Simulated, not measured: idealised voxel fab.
Documented hereafter: the process module known as voxel self aligned contacts.
Square cell edge 5 nm, section width 170 nm, ID cut.
Square cells in a grid make up a cross-section in this document, and the grid is given as bands, listed from the top down, each one or more rows of cells.
Heights first: top, then bottom, in nm. Then materials, left to right, each with a width in nm. "throughout" on a single material: fills the band edge to edge. "empty": empty space.
For the purposes of this specification, 0 denotes the height below which the wafer in its as-received condition is composed wholly of one material, and the lowermost band, lacking a lower limit, extends downward without end, as expressed in "0..down".
The width entry "30..40" should be interpreted row by row: the top row of cells in the band takes the first number, the bottom row takes the second number, and the change between adjacent rows is uniform throughout.
Basically "nothing altered" means that step didn't change any cell in the cross-section.
The label "Closed cavities" introduces a list of the empty spaces, 8 cells or larger, that have no open way up to the top; each entry in it reads width x height at distance, where the distance is taken from the left edge and all three are stated in nm.
Heads up: the bit after the settings on a step's line is the simulator's remark on that step.
A step line may carry the setting "overlay nm", which, for steps involving a mask, states the distance by which the mask lay to the right of its intended position; negative values denote displacement to the left.
Plan:
step 1: RECEIVE,material Si
step 2: OXIDIZE,depth nm 5
step 3: DIRECTIONAL_DEP,material polySi,thk nm 25
step 4: DIRECTIONAL_DEP,material SiN,thk nm 20
step 5: DIRECTIONAL_DEP,material aC,thk nm 10
step 6: PATTERN,tone cover,mask id GATE,material resist,width nm 30,pitch nm 65,thk nm 30,overlay nm 0
step 7: DIRECTIONAL_ETCH,etch materials aC,depth nm 5
step 8: STRIP,etch materials resist
step 9: DIRECTIONAL_ETCH,etch materials SiN,depth nm 20
step 10: DIRECTIONAL_ETCH,etch materials polySi,depth nm 25
step 11: STRIP,etch materials aC
step 12: CONFORMAL_DEP,material SiN,thk nm 10
step 13: DIRECTIONAL_ETCH,etch materials SiN,depth nm 10
step 14: FILL_DEP,material SiO2,thk nm 20
step 15: CMP,height nm 55
step 16: DIRECTIONAL_DEP,material aC,thk nm 10
step 17: PATTERN,tone open,mask id CONTACT,material resist,width nm 45,thk nm 25,overlay nm 0
step 18: DIRECTIONAL_ETCH,etch materials aC,depth nm 10
step 19: STRIP,etch materials resist
step 20: DIRECTIONAL_ETCH,etch materials SiO2,depth nm 60
step 21: STRIP,etch materials aC
step 22: CONFORMAL_DEP,material TiN,thk nm 5
step 23: FILL_DEP,material Ru,thk nm 10
step 24: CMP,height nm 55
step 25: CONFORMAL_DEP,material SiCN,thk nm 5
Among the wafers covered here, the point of difference is the depth nm at step 7; their starting state is shared, and the plan presents the value of the first wafer.
Received wafers, first of several: cross-section after step 1:
	0..down  Si throughout
	Closed cavities: none
Below: a row per wafer. Contents at end of module: for every material, cells gained since receipt (+) or lost since receipt (-); then closed voids:
depth nm 5, +7 Ru, -34 Si, +34 SiCN, +136 SiN, +84 SiO2, +11 TiN, +170 polySi, Closed cavities: none
depth nm 10, +17 Ru, -34 Si, +34 SiCN, +120 SiN, +180 SiO2, +31 TiN, +60 polySi, Closed cavities: none
depth nm 15, +17 Ru, -34 Si, +34 SiCN, +120 SiN, +180 SiO2, +31 TiN, +60 polySi, Closed cavities: none
depth nm 20, +17 Ru, -34 Si, +34 SiCN, +120 SiN, +180 SiO2, +31 TiN, +60 polySi, Closed cavities: none
depth nm 25, +17 Ru, -34 Si, +34 SiCN, +120 SiN, +180 SiO2, +31 TiN, +60 polySi, Closed cavities: none
